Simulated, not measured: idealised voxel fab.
process module | voxel ribs on slabs
cross-section cut | 155 nm wide | cells 5 nm
A cross-section is a grid of square cells, given in bands from the top down. A band is one or more rows of cells.
Each band's line starts with the height of the band's top and of its bottom, in nm. Then come its materials from left to right, each with its width in nm. One material with "throughout" fills the band from edge to edge. "air" is empty space.
Height 0 is the level under which the wafer as received is all one material. The lowest band goes on downwards, as in "0 down".
A width such as "30 to 40" changes by the same amount from each row of cells to the next, from the band's top row to its bottom row.
"no change" after a step means that no cell of the cross-section changed.
closed voids: empty space of 8 cells or more with no open way to the top, each as width x height at its distance from the left edge, in nm
after a step's settings: what the simulator itself notes on the step
overlay nm, on a step with a mask: how far to the right of its planned place the mask lay; to the left if negative
plan
1 op RECEIVE | material Si
2 op DIRECTIONAL_DEP | material SiO2 | thk nm 30
3 op DIRECTIONAL_DEP | material SiN | thk nm 20
4 op MASKED_ETCH | tone cover | mask id RIB | width nm 20 | etch materials SiN | depth nm 15 | overlay nm 0
5 op MASKED_ETCH | tone cover | mask id SLAB | width nm 50 | etch materials SiN | depth nm 5 | overlay nm 0
6 op FILL_DEP | material SiO2 | thk nm 25
7 op CMP | height nm 65
8 op DIRECTIONAL_DEP | material TiN | thk nm 10
9 op PATTERN | tone cover | mask id HEATER | material resist | width nm 30 | thk nm 20 | overlay nm 0
10 op DIRECTIONAL_ETCH | etch materials TiN | depth nm 10
11 op STRIP | etch materials resist
12 op CONFORMAL_DEP | material SiO2 | thk nm 10
as received, after step 1
  0 down: Si throughout
  closed voids: none
first wafer at the end, as planned
  85 to 75: air 50 | SiO2 50 | air 55
  75 to 65: SiO2 60 | TiN 30 | SiO2 65
  65 to 50: SiO2 throughout
  50 to 35: SiO2 65 | SiN 20 | SiO2 70
  35 to 30: SiO2 50 | SiN 50 | SiO2 55
  30 to 0: SiO2 throughout
  0 down: Si throughout
  closed voids: none
second wafer at the end: like start, like plan, one mistake
  75 to 65: air 60 | TiN 30 | air 65
  65 to 50: SiO2 throughout
  50 to 35: SiO2 65 | SiN 20 | SiO2 70
  35 to 30: SiO2 50 | SiN 50 | SiO2 55
  30 to 0: SiO2 throughout
  0 down: Si throughout
  closed voids: none
what went wrong: step 12 was left out
at the end the second wafer has, in cells: 70 fewer of SiO2
